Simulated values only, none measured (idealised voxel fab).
Process module, titled voxel self aligned vias
165 nm wide, 5 nm square cells: that's cross-section cut.
The cross-sections in this document take the form of a grid made of square cells. They are written out as bands, in order from top to bottom. Each band consists of one or more rows of cells.
Top height, bottom height, nm. Materials left to right, width each, nm. Single material + "all across" = fills band edge to edge. "blank" = empty.
Convention: height 0 is the level below which the wafer, as received, is all one material. The lowest band does not terminate at the bottom but continues downward, represented as "0..down".
The notation "30..40" denotes a width that varies across the rows of cells in the band, beginning at the first number in the top row, finishing at the second number in the bottom row, and changing by an identical amount from each row to the next.
The designation "no change", where it is given for a processing step, indicates that no cell of the cross-section was altered in the course of that step.
Basically, "Closed void table" tells you about the enclosed voids: empty spaces with no open way to the top, 8 cells or bigger, each written width x height at distance, where distance is from the left edge, all in nm.
Read whatever lies past the settings on a step's line as the simulator's own remark about the step.
overlay nm: on a step with a mask, how far right of its planned place the mask lay; negative means left.
-- Process steps (planned)
1. RECEIVE [material Si]
2. CONFORMAL_DEP [material SiO2] [thk nm 15]
3. CONFORMAL_DEP [material SiCN] [thk nm 5]
4. DIRECTIONAL_DEP [material lowk] [thk nm 30]
5. PATTERN [tone open] [mask id LINES] [material resist] [width nm 30] [pitch nm 80] [thk nm 20] [overlay nm 0]
6. DIRECTIONAL_ETCH [etch materials lowk] [depth nm 30]
7. STRIP [etch materials resist]
8. CONFORMAL_DEP [material TiN] [thk nm 5]
9. FILL_DEP [material W] [thk nm 10]
10. CMP [height nm 50]
11. SELECTIVE_ETCH [etch materials W Ru TiN] [depth nm 10]
12. FILL_DEP [material SiN] [thk nm 5]
13. CMP [height nm 50]
14. DIRECTIONAL_DEP [material lowk] [thk nm 20]
15. DIRECTIONAL_DEP [material aC] [thk nm 10]
16. PATTERN [tone open] [mask id VIAS] [material resist] [width nm 50] [pitch nm 80] [thk nm 30] [overlay nm 0]
17. DIRECTIONAL_ETCH [etch materials aC] [depth nm 10]
18. STRIP [etch materials resist]
19. DIRECTIONAL_ETCH [etch materials lowk] [depth nm 20]
20. DIRECTIONAL_ETCH [etch materials SiN] [depth nm 10]
21. STRIP [etch materials aC]
22. CONFORMAL_DEP [material TiN] [thk nm 5]
23. FILL_DEP [material W] [thk nm 10]
24. CMP [height nm 70]
25. CONFORMAL_DEP [material SiCN] [thk nm 5]
-- This is the cross-section of the wafer as we received it, i.e. after step 1
0..down  Si all across
Closed void table: none
-- End-of-module cross-section of the first of two wafers, processed as planned
75..70  SiCN all across
70..55  15 of lowk, 5 of TiN, 40 of W, 5 of TiN, 30 of lowk, 5 of TiN, 40 of W, 5 of TiN, 20 of lowk
55..45  15..25 of lowk, 15..5 of TiN, 20 of W, 15..5 of TiN, 30..50 of lowk, 15..5 of TiN, 20 of W, 15..5 of TiN, 20..30 of lowk
45..40  25 of lowk, 30 of TiN, 50 of lowk, 30 of TiN, 30 of lowk
40..25  25 of lowk, 5 of TiN, 20 of W, 5 of TiN, 50 of lowk, 5 of TiN, 20 of W, 5 of TiN, 30 of lowk
25..20  25 of lowk, 30 of TiN, 50 of lowk, 30 of TiN, 30 of lowk
20..15  SiCN all across
15..0  SiO2 all across
0..down  Si all across
Closed void table: none
-- Here is the second of the two wafers cut open at the end of the module - same start, same plan as the first one, but we made one mistake running it
75..70  SiCN all across
70..55  15 of lowk, 5 of TiN, 40 of W, 5 of TiN, 30 of lowk, 5 of TiN, 40 of W, 5 of TiN, 20 of lowk
55..45  15..35 of lowk, 25..5 of TiN, 20 of W, 5 of TiN, 30..50 of lowk, 25..5 of TiN, 20 of W, 5 of TiN, 20 of lowk
45..40  35 of lowk, 30 of TiN, 50 of lowk, 30 of TiN, 20 of lowk
40..25  35 of lowk, 5 of TiN, 20 of W, 5 of TiN, 50 of lowk, 5 of TiN, 20 of W, 5 of TiN, 20 of lowk
25..20  35 of lowk, 30 of TiN, 50 of lowk, 30 of TiN, 20 of lowk
20..15  SiCN all across
15..0  SiO2 all across
0..down  Si all across
Closed void table: none
What broke from the plan during processing? rather than as planned, step 5 actually ran as PATTERN [tone open] [mask id LINES] [material resist] [width nm 30] [pitch nm 80] [thk nm 20] [overlay nm 10]
Both wafers, final: cells per material equal; arrangement not.
